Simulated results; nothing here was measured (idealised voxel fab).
Proc. module: voxel tone inversion
In the cross-section labelled cut, the width is 195 nm and each square cell is 5 nm.
Cross-section format: a grid of square cells, given as bands from top to bottom; each band is one or more rows of cells. Basically the band line says how high the top is and how high the bottom is, in nm, and then what's in it from left to right, every material with its width in nm. Empty space shows up as "empty", and if a single material carries "full width" it runs the full band edge to edge. Note: height 0 marks the level under which the wafer is uniformly one material as received. Lowest band unbounded below, written "top 0, no bottom". Graded width ("30..40"): value in top row of band = first number; value in bottom row = second number; row-to-row change constant. Take "no alterations made" at face value: in the step it is given for, the cross-section changed in none of its cells. Closed-off voids of 8+ cells (no open route to the top) go in "Enclosed void catalog", written width x height at distance from the left edge, in nm. Heads up: the bit after the settings on a step's line is the simulator's remark on that step. On any step carrying a mask, the "overlay nm" setting, if present on the step's line, tells how far right of its planned place the mask lay; negative values point to the left.

-- List of planned process steps
1. RECEIVE (material Si)
2. CONFORMAL_DEP (material SiN; thk nm 10)
3. DIRECTIONAL_DEP (material aC; thk nm 15)
4. PATTERN (tone cover; mask id POSTS; material resist; width nm 20; pitch nm 45; thk nm 25; overlay nm 0)
5. DIRECTIONAL_ETCH (etch materials aC; depth nm 15)
6. STRIP (etch materials resist)
7. FILL_DEP (material lowk; thk nm 5)
8. CMP (height nm 25)
9. STRIP (etch materials aC)

-- Cross-section of the wafer at receipt, which is the condition after step 1
- top 0, no bottom = Si full width
- Enclosed void catalog: none

-- The cross-section shown corresponds to the wafer at the conclusion of the module. The initial structure and the process plan are those presented above; however, one mistake occurred in executing the plan
- top 25, bottom 10 = SiN 65 nm  empty 20 nm  SiN 25 nm  empty 20 nm  SiN 65 nm
- top 10, bottom 0 = SiN full width
- top 0, no bottom = Si full width
- Enclosed void catalog: none
Nonconformance to the process plan: off-plan run, step 7, actual operation and settings FILL_DEP (material SiN; thk nm 5)
